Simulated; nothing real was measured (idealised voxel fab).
Proc. module: voxel wiring stack
The width of the displayed cross-section, cut, is 150 nm; its cells are square, with a size of 5 nm.
Square cells in a grid make up a cross-section in this document, and the grid is given as bands, listed from the top down, each one or more rows of cells. Band: top height; bottom height; in nm. Then, left to right: material with width in nm, for each material. "full width": a single material spanning edge to edge. "empty": empty space. Height 0 is the level under which the wafer as received is all one material. The lowest band goes on downwards, as in "z 0 and below". Note: "30 to 40" means the width goes from the first number (top row of the band) to the second number (bottom row) in equal steps per row of cells. Basically "remains unaltered" means that step didn't change any cell in the cross-section. Look at "Voids lacking openings" for the closed voids: empty spaces with no open path to the top, sized 8 cells or up. Each is width x height at distance, distance from the left edge, all nm. Text after the settings on a step's line: the simulator's own remark on that step. overlay nm: on a step with a mask, how far right of its planned place the mask lay; negative means left.
List of planned process steps
1. op RECEIVE | material Si
2. op CONFORMAL_DEP | material SiO2 | thk nm 10
3. op DIRECTIONAL_DEP | material TiN | thk nm 5
4. op DIRECTIONAL_DEP | material W | thk nm 20
5. op MASKED_ETCH | tone cover | mask id METAL_1 | width nm 20 | pitch nm 35 | etch materials W | depth nm 20 | overlay nm 0
6. op MASKED_ETCH | tone cover | mask id METAL_1 | width nm 20 | pitch nm 35 | etch materials TiN | depth nm 5 | overlay nm 0
7. op FILL_DEP | material lowk | thk nm 10
8. op CMP | height nm 35
9. op CONFORMAL_DEP | material SiCN | thk nm 5
10. op DIRECTIONAL_DEP | material SiO2 | thk nm 20
11. op MASKED_ETCH | tone open | mask id PLUG_1 | width nm 15 | etch materials SiO2 | depth nm 20 | overlay nm 0
12. op MASKED_ETCH | tone open | mask id PLUG_1 | width nm 15 | etch materials SiCN | depth nm 5 | overlay nm 0
13. op CONFORMAL_DEP | material TiN | thk nm 5
14. op FILL_DEP | material Ru | thk nm 5
15. op CMP | height nm 60
16. op CONFORMAL_DEP | material SiCN | thk nm 5
17. op DIRECTIONAL_DEP | material lowk | thk nm 25
18. op DIRECTIONAL_DEP | material aC | thk nm 10
19. op PATTERN | tone open | mask id METAL_2 | material resist | width nm 20 | pitch nm 35 | thk nm 25 | overlay nm 0
20. op DIRECTIONAL_ETCH | etch materials aC | depth nm 10
21. op STRIP | etch materials resist
22. op DIRECTIONAL_ETCH | etch materials lowk | depth nm 25
23. op DIRECTIONAL_ETCH | etch materials SiCN | depth nm 5
24. op STRIP | etch materials aC
25. op CONFORMAL_DEP | material TiN | thk nm 5
26. op FILL_DEP | material Ru | thk nm 5
27. op CMP | height nm 90
28. op EPI | material Ru | thk nm 5
29. op FILL_DEP | material SiCN | thk nm 5
Shown in cross-section is the wafer as received, that is, as it stands after step 1
    z 0 and below  Si full width
    Voids lacking openings: none
Wafer at module end, in section. Began as above, planned as above, run with one mistake
    z 100 to 95  SiCN full width
    z 95 to 90  SiCN 40 / Ru 30 / SiCN 5 / Ru 30 / SiCN 45
    z 90 to 65  lowk 45 / TiN 5 / Ru 10 / TiN 5 / lowk 15 / TiN 5 / Ru 10 / TiN 5 / lowk 50
    z 65 to 60  SiCN 45 / TiN 20 / SiCN 15 / TiN 20 / SiCN 50
    z 60 to 55  SiCN 45 / TiN 15 / SiCN 90
    z 55 to 35  SiO2 full width
    z 35 to 15  lowk 45 / W 20 / lowk 15 / W 20 / lowk 50
    z 15 to 10  lowk 45 / TiN 20 / lowk 15 / TiN 20 / lowk 50
    z 10 to 0  SiO2 full width
    z 0 and below  Si full width
    Voids lacking openings: none
The plan and the run diverged here: plan steps 9 and 10 run swapped
